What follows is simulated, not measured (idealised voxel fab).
Process module under the name voxel transistor to metal
It is cross-section cut that appears here, measuring 175 nm in width, its square cells being 5 nm in size.
Cross-section layout: square cells on a grid; listed as bands, top to bottom; a band spans one or more cell rows.
In this notation a band is specified by the heights of its top and bottom, in that order and in nm, after which its materials appear from left to right, each paired with its width in nm. The word "full width" attached to a single material means that material fills the band from edge to edge; the word "empty" stands for empty space.
We count height from 0. Below that, the starting wafer is all one material. The lowest band never ends at the bottom but goes on down; see "0 -> down" for how that is written.
A two-number width, for instance "30..40", indicates that the width is equal to the first number in the top row of the band and to the second number in the bottom row, and that it changes by a constant amount per row of cells.
Key: "remains unaltered" - step with no changed cell in the cross-section.
For the entry "Enclosed void entries", the listed items are empty spaces with no open way to the top whose size is 8 cells or more; each item follows the pattern width x height at distance, where distance is from the left edge and all three are in nm.
Text after the settings on a step's line: the simulator's own remark on that step.
"overlay nm", when on a step's line for a step with a mask, measures how far to the right of its planned place the mask lay; a negative measure means to the left.
Process steps (planned)
1) RECEIVE (material Si)
2) OXIDIZE (depth nm 5)
3) CONFORMAL_DEP (material SiN; thk nm 15)
4) MASKED_ETCH (tone cover; mask id ACTIVE; width nm 105; etch materials SiN; depth nm 15; overlay nm 0)
5) MASKED_ETCH (tone cover; mask id ACTIVE; width nm 105; etch materials SiO2; depth nm 5; overlay nm 0)
6) MASKED_ETCH (tone cover; mask id ACTIVE; width nm 105; etch materials Si; depth nm 25; overlay nm 0)
7) OXIDIZE (depth nm 5)
8) FILL_DEP (material SiO2; thk nm 5)
9) CMP (height nm 15)
10) SELECTIVE_ETCH (etch materials SiO2; depth nm 15)
11) STRIP (etch materials SiN)
12) SELECTIVE_ETCH (etch materials SiO2; depth nm 5)
13) OXIDIZE (depth nm 5)
14) DIRECTIONAL_DEP (material polySi; thk nm 20)
15) DIRECTIONAL_DEP (material SiCN; thk nm 10)
16) DIRECTIONAL_DEP (material aC; thk nm 15)
17) PATTERN (tone cover; mask id GATE; material resist; width nm 35; thk nm 35; overlay nm 0)
18) DIRECTIONAL_ETCH (etch materials aC; depth nm 15)
19) STRIP (etch materials resist)
20) DIRECTIONAL_ETCH (etch materials SiCN; depth nm 20)
21) DIRECTIONAL_ETCH (etch materials polySi; depth nm 30)
22) STRIP (etch materials aC)
23) CONFORMAL_DEP (material SiN; thk nm 5)
24) DIRECTIONAL_ETCH (etch materials SiN; depth nm 5)
25) DIRECTIONAL_ETCH (etch materials SiO2; depth nm 5)
26) DIRECTIONAL_ETCH (etch materials Si; depth nm 10)
27) EPI (material SiGe; thk nm 15)
28) FILL_DEP (material SiO2; thk nm 5)
29) CMP (height nm 15)
30) STRIP (etch materials polySi)
31) SELECTIVE_ETCH (etch materials SiO2; depth nm 5)
32) CONFORMAL_DEP (material HfO2; thk nm 5)
33) CONFORMAL_DEP (material TiN; thk nm 5)
34) FILL_DEP (material W; thk nm 5)
35) CMP (height nm 10)
36) DIRECTIONAL_DEP (material SiO2; thk nm 15)
37) MASKED_ETCH (tone open; mask id CONTACT; width nm 15; pitch nm 80; etch materials SiO2; depth nm 30; overlay nm 0)
38) CONFORMAL_DEP (material TiN; thk nm 5)
39) FILL_DEP (material W; thk nm 5)
40) CMP (height nm 25)
41) DIRECTIONAL_DEP (material TiN; thk nm 5)
42) DIRECTIONAL_DEP (material W; thk nm 15)
43) MASKED_ETCH (tone cover; mask id METAL_1; width nm 15; pitch nm 80; etch materials W; depth nm 15; overlay nm 0)
44) MASKED_ETCH (tone cover; mask id METAL_1; width nm 15; pitch nm 80; etch materials TiN; depth nm 5; overlay nm 0)
45) CONFORMAL_DEP (material SiCN; thk nm 5)
46) FILL_DEP (material lowk; thk nm 5)
47) CMP (height nm 45)
48) CONFORMAL_DEP (material SiCN; thk nm 5)
49) DIRECTIONAL_DEP (material SiO2; thk nm 30)
50) PATTERN (tone open; mask id METAL_2; material resist; width nm 15; pitch nm 80; thk nm 15; overlay nm 0)
51) DIRECTIONAL_ETCH (etch materials SiO2; depth nm 15)
52) STRIP (etch materials resist)
53) DIRECTIONAL_DEP (material aC; thk nm 10)
54) PATTERN (tone open; mask id METAL_2_HOLES; material resist; width nm 15; pitch nm 80; thk nm 30; overlay nm 0)
55) DIRECTIONAL_ETCH (etch materials aC; depth nm 10)
56) STRIP (etch materials resist)
57) DIRECTIONAL_ETCH (etch materials SiO2; depth nm 15)
58) DIRECTIONAL_ETCH (etch materials SiCN; depth nm 5)
59) STRIP (etch materials aC)
60) CONFORMAL_DEP (material TiN; thk nm 5)
61) FILL_DEP (material Cu; thk nm 10)
62) CMP (height nm 80)
63) CONFORMAL_DEP (material SiCN; thk nm 5)
Wafer cross-section on receipt, i.e. after step 1
* 0 -> down: Si full width
* Enclosed void entries: none
Here's the wafer cut in cross-section after the module, started and planned just like above, except one thing was done wrong in the run
* 85 -> 80: SiCN full width
* 80 -> 50: 40 SiO2; 5 TiN; 5 Cu; 5 TiN; 65 SiO2; 5 TiN; 5 Cu; 5 TiN; 40 SiO2
* 50 -> 45: 40 SiCN; 15 TiN; 65 SiCN; 15 TiN; 40 SiCN
* 45 -> 30: 35 lowk; 5 SiCN; 15 W; 5 SiCN; 55 lowk; 5 SiCN; 15 W; 5 SiCN; 35 lowk
* 30 -> 25: 40 SiCN; 15 TiN; 65 SiCN; 15 TiN; 40 SiCN
* 25 -> 10: 45 SiO2; 5 TiN; 5 W; 5 TiN; 65 SiO2; 5 TiN; 5 W; 5 TiN; 35 SiO2
* 10 -> 5: 45 SiO2; 15 TiN; 5 SiO2; 5 SiN; 5 HfO2; 5 TiN; 15 W; 5 TiN; 5 HfO2; 5 SiN; 15 SiO2; 5 TiN; 5 W; 5 TiN; 35 SiO2
* 5 -> 0: 45 SiO2; 5 TiN; 15 SiGe; 5 SiN; 5 HfO2; 5 TiN; 15 W; 5 TiN; 5 HfO2; 5 SiN; 15 SiGe; 5 TiN; 5 W; 5 TiN; 35 SiO2
* 0 -> -5: 45 SiO2; 5 TiN; 15 SiGe; 5 SiN; 5 HfO2; 25 TiN; 5 HfO2; 5 SiN; 15 SiGe; 15 TiN; 35 SiO2
* -5 -> -10: 35 SiO2; 30 SiGe; 45 HfO2; 30 SiGe; 35 SiO2
* -10 -> -20: 40 SiO2; 25 SiGe; 45 Si; 25 SiGe; 40 SiO2
* -20 -> -35: 40 SiO2; 95 Si; 40 SiO2
* -35 -> down: Si full width
* Enclosed void entries: none
The plan and the run diverged here: step 37: run off-plan, actual operation and settings MASKED_ETCH (tone open; mask id CONTACT; width nm 15; pitch nm 80; etch materials SiO2; depth nm 30; overlay nm 5)
